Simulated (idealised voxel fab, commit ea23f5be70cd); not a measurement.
process module | voxel air gaps
cross-section cut | 290 nm wide | cells 5 nm
A cross-section is a grid of square cells, given in bands from the top down. A band is one or more rows of cells.
Each band's line starts with the height of the band's top and of its bottom, in nm. Then come its materials from left to right, each with its width in nm. One material with "throughout" fills the band from edge to edge. "air" is empty space.
Height 0 is the level under which the wafer as received is all one material. The lowest band goes on downwards, as in "0 down".
A width such as "30 to 40" changes by the same amount from each row of cells to the next, from the band's top row to its bottom row.
"no change" after a step means that no cell of the cross-section changed.
closed voids: empty space of 8 cells or more with no open way to the top, each as width x height at its distance from the left edge, in nm
after a step's settings: what the simulator itself notes on the step
overlay nm, on a step with a mask: how far to the right of its planned place the mask lay; to the left if negative
plan
1 op RECEIVE | material Si
2 op CONFORMAL_DEP | material SiO2 | thk nm 15
3 op CONFORMAL_DEP | material SiN | thk nm 5
4 op DIRECTIONAL_DEP | material SiO2 | thk nm 30
5 op DIRECTIONAL_DEP | material aC | thk nm 10
6 op PATTERN | tone open | mask id LINES | material resist | width nm 15 | pitch nm 45 | thk nm 30 | overlay nm 0
7 op DIRECTIONAL_ETCH | etch materials aC | depth nm 10
8 op STRIP | etch materials resist
9 op DIRECTIONAL_ETCH | etch materials SiO2 | depth nm 30
10 op STRIP | etch materials aC
11 op CONFORMAL_DEP | material TiN | thk nm 5
12 op FILL_DEP | material Ru | thk nm 10
13 op CMP | height nm 50
14 op EPI | material Ru | thk nm 10
15 op SELECTIVE_ETCH | etch materials SiO2 | depth nm 40
16 op CONFORMAL_DEP | material SiN | thk nm 5
first wafer, as planned
as received, after step 1
  0 down: Si throughout
  closed voids: none
after step 2
  15 to 0: SiO2 throughout
  below 0: unchanged
after step 3
  20 to 15: SiN throughout
  below 15: unchanged
after step 4
  50 to 20: SiO2 throughout
  below 20: unchanged
after step 5
  60 to 50: aC throughout
  below 50: unchanged
after step 6
  90 to 60: resist 70 | air 15 | resist 30 | air 15 | resist 30 | air 15 | resist 30 | air 15 | resist 70
  below 60: unchanged
after step 7
  80 to 60: resist 70 | air 15 | resist 30 | air 15 | resist 30 | air 15 | resist 30 | air 15 | resist 70
  60 to 50: aC 70 | air 15 | aC 30 | air 15 | aC 30 | air 15 | aC 30 | air 15 | aC 70
  below 50: unchanged
after step 8
  60 to 50: aC 70 | air 15 | aC 30 | air 15 | aC 30 | air 15 | aC 30 | air 15 | aC 70
  below 50: unchanged
after step 9
  60 to 50: aC 70 | air 15 | aC 30 | air 15 | aC 30 | air 15 | aC 30 | air 15 | aC 70
  50 to 20: SiO2 70 | air 15 | SiO2 30 | air 15 | SiO2 30 | air 15 | SiO2 30 | air 15 | SiO2 70
  below 20: unchanged
after step 10
  50 to 20: SiO2 70 | air 15 | SiO2 30 | air 15 | SiO2 30 | air 15 | SiO2 30 | air 15 | SiO2 70
  below 20: unchanged
after step 11
  55 to 50: TiN 75 | air 5 | TiN 40 | air 5 | TiN 40 | air 5 | TiN 40 | air 5 | TiN 75
  50 to 25: SiO2 70 | TiN 5 | air 5 | TiN 5 | SiO2 30 | TiN 5 | air 5 | TiN 5 | SiO2 30 | TiN 5 | air 5 | TiN 5 | SiO2 30 | TiN 5 | air 5 | TiN 5 | SiO2 70
  25 to 20: SiO2 70 | TiN 15 | SiO2 30 | TiN 15 | SiO2 30 | TiN 15 | SiO2 30 | TiN 15 | SiO2 70
  below 20: unchanged
after step 12
  65 to 55: Ru throughout
  55 to 50: TiN 75 | Ru 5 | TiN 40 | Ru 5 | TiN 40 | Ru 5 | TiN 40 | Ru 5 | TiN 75
  50 to 25: SiO2 70 | TiN 5 | Ru 5 | TiN 5 | SiO2 30 | TiN 5 | Ru 5 | TiN 5 | SiO2 30 | TiN 5 | Ru 5 | TiN 5 | SiO2 30 | TiN 5 | Ru 5 | TiN 5 | SiO2 70
  below 25: unchanged
after step 13
  50 to 25: SiO2 70 | TiN 5 | Ru 5 | TiN 5 | SiO2 30 | TiN 5 | Ru 5 | TiN 5 | SiO2 30 | TiN 5 | Ru 5 | TiN 5 | SiO2 30 | TiN 5 | Ru 5 | TiN 5 | SiO2 70
  below 25: unchanged
after step 14
  60 to 50: air 60 | Ru 35 | air 10 | Ru 35 | air 10 | Ru 35 | air 10 | Ru 35 | air 60
  below 50: unchanged
after step 15
  60 to 50: air 60 | Ru 35 | air 10 | Ru 35 | air 10 | Ru 35 | air 10 | Ru 35 | air 60
  50 to 25: air 70 | TiN 5 | Ru 5 | TiN 5 | air 30 | TiN 5 | Ru 5 | TiN 5 | air 30 | TiN 5 | Ru 5 | TiN 5 | air 30 | TiN 5 | Ru 5 | TiN 5 | air 70
  25 to 20: air 70 | TiN 15 | air 30 | TiN 15 | air 30 | TiN 15 | air 30 | TiN 15 | air 70
  below 20: unchanged
after step 16
  65 to 60: air 55 | SiN 180 | air 55
  60 to 50: air 55 | SiN 5 | Ru 35 | SiN 10 | Ru 35 | SiN 10 | Ru 35 | SiN 10 | Ru 35 | SiN 5 | air 55
  50 to 45: air 55 | SiN 15 | TiN 5 | Ru 5 | TiN 5 | SiN 30 | TiN 5 | Ru 5 | TiN 5 | SiN 30 | TiN 5 | Ru 5 | TiN 5 | SiN 30 | TiN 5 | Ru 5 | TiN 5 | SiN 15 | air 55
  45 to 25: air 65 | SiN 5 | TiN 5 | Ru 5 | TiN 5 | SiN 5 | air 20 | SiN 5 | TiN 5 | Ru 5 | TiN 5 | SiN 5 | air 20 | SiN 5 | TiN 5 | Ru 5 | TiN 5 | SiN 5 | air 20 | SiN 5 | TiN 5 | Ru 5 | TiN 5 | SiN 5 | air 65
  25 to 20: SiN 70 | TiN 15 | SiN 30 | TiN 15 | SiN 30 | TiN 15 | SiN 30 | TiN 15 | SiN 70
  below 20: unchanged
  closed voids: 20 x 20 at 90; 20 x 20 at 135; 20 x 20 at 180
second wafer: like start, like plan, one mistake. Through step 1 it matches the first wafer
when step 2 should have ended
  30 to 0: SiO2 throughout
  below 0: unchanged
when step 3 should have ended
  35 to 30: SiN throughout
  below 30: unchanged
when step 4 should have ended
  65 to 35: SiO2 throughout
  below 35: unchanged
when step 5 should have ended
  75 to 65: aC throughout
  below 65: unchanged
when step 6 should have ended
  105 to 75: resist 70 | air 15 | resist 30 | air 15 | resist 30 | air 15 | resist 30 | air 15 | resist 70
  below 75: unchanged
when step 7 should have ended
  95 to 75: resist 70 | air 15 | resist 30 | air 15 | resist 30 | air 15 | resist 30 | air 15 | resist 70
  75 to 65: aC 70 | air 15 | aC 30 | air 15 | aC 30 | air 15 | aC 30 | air 15 | aC 70
  below 65: unchanged
when step 8 should have ended
  75 to 65: aC 70 | air 15 | aC 30 | air 15 | aC 30 | air 15 | aC 30 | air 15 | aC 70
  below 65: unchanged
when step 9 should have ended
  75 to 65: aC 70 | air 15 | aC 30 | air 15 | aC 30 | air 15 | aC 30 | air 15 | aC 70
  65 to 35: SiO2 70 | air 15 | SiO2 30 | air 15 | SiO2 30 | air 15 | SiO2 30 | air 15 | SiO2 70
  below 35: unchanged
when step 10 should have ended
  65 to 35: SiO2 70 | air 15 | SiO2 30 | air 15 | SiO2 30 | air 15 | SiO2 30 | air 15 | SiO2 70
  below 35: unchanged
when step 11 should have ended
  70 to 65: TiN 75 | air 5 | TiN 40 | air 5 | TiN 40 | air 5 | TiN 40 | air 5 | TiN 75
  65 to 40: SiO2 70 | TiN 5 | air 5 | TiN 5 | SiO2 30 | TiN 5 | air 5 | TiN 5 | SiO2 30 | TiN 5 | air 5 | TiN 5 | SiO2 30 | TiN 5 | air 5 | TiN 5 | SiO2 70
  40 to 35: SiO2 70 | TiN 15 | SiO2 30 | TiN 15 | SiO2 30 | TiN 15 | SiO2 30 | TiN 15 | SiO2 70
  below 35: unchanged
when step 12 should have ended
  80 to 70: Ru throughout
  70 to 65: TiN 75 | Ru 5 | TiN 40 | Ru 5 | TiN 40 | Ru 5 | TiN 40 | Ru 5 | TiN 75
  65 to 40: SiO2 70 | TiN 5 | Ru 5 | TiN 5 | SiO2 30 | TiN 5 | Ru 5 | TiN 5 | SiO2 30 | TiN 5 | Ru 5 | TiN 5 | SiO2 30 | TiN 5 | Ru 5 | TiN 5 | SiO2 70
  below 40: unchanged
when step 13 should have ended
  50 to 40: SiO2 70 | TiN 5 | Ru 5 | TiN 5 | SiO2 30 | TiN 5 | Ru 5 | TiN 5 | SiO2 30 | TiN 5 | Ru 5 | TiN 5 | SiO2 30 | TiN 5 | Ru 5 | TiN 5 | SiO2 70
  below 40: unchanged
when step 14 should have ended
  60 to 50: air 60 | Ru 35 | air 10 | Ru 35 | air 10 | Ru 35 | air 10 | Ru 35 | air 60
  below 50: unchanged
when step 15 should have ended
  60 to 50: air 60 | Ru 35 | air 10 | Ru 35 | air 10 | Ru 35 | air 10 | Ru 35 | air 60
  50 to 40: air 70 | TiN 5 | Ru 5 | TiN 5 | air 30 | TiN 5 | Ru 5 | TiN 5 | air 30 | TiN 5 | Ru 5 | TiN 5 | air 30 | TiN 5 | Ru 5 | TiN 5 | air 70
  40 to 35: air 70 | TiN 15 | air 30 | TiN 15 | air 30 | TiN 15 | air 30 | TiN 15 | air 70
  below 35: unchanged
when step 16 should have ended
  65 to 60: air 55 | SiN 180 | air 55
  60 to 50: air 55 | SiN 5 | Ru 35 | SiN 10 | Ru 35 | SiN 10 | Ru 35 | SiN 10 | Ru 35 | SiN 5 | air 55
  50 to 45: air 55 | SiN 15 | TiN 5 | Ru 5 | TiN 5 | SiN 30 | TiN 5 | Ru 5 | TiN 5 | SiN 30 | TiN 5 | Ru 5 | TiN 5 | SiN 30 | TiN 5 | Ru 5 | TiN 5 | SiN 15 | air 55
  45 to 40: air 65 | SiN 5 | TiN 5 | Ru 5 | TiN 5 | SiN 5 | air 20 | SiN 5 | TiN 5 | Ru 5 | TiN 5 | SiN 5 | air 20 | SiN 5 | TiN 5 | Ru 5 | TiN 5 | SiN 5 | air 20 | SiN 5 | TiN 5 | Ru 5 | TiN 5 | SiN 5 | air 65
  40 to 35: SiN 70 | TiN 15 | SiN 30 | TiN 15 | SiN 30 | TiN 15 | SiN 30 | TiN 15 | SiN 70
  below 35: unchanged
what went wrong: step 2 was run twice
at the end the second wafer has, in cells: 12 fewer of Ru | 24 fewer of SiN | 174 more of SiO2 | 24 fewer of TiN
closed voids at the end (first wafer, second wafer): 3, 0
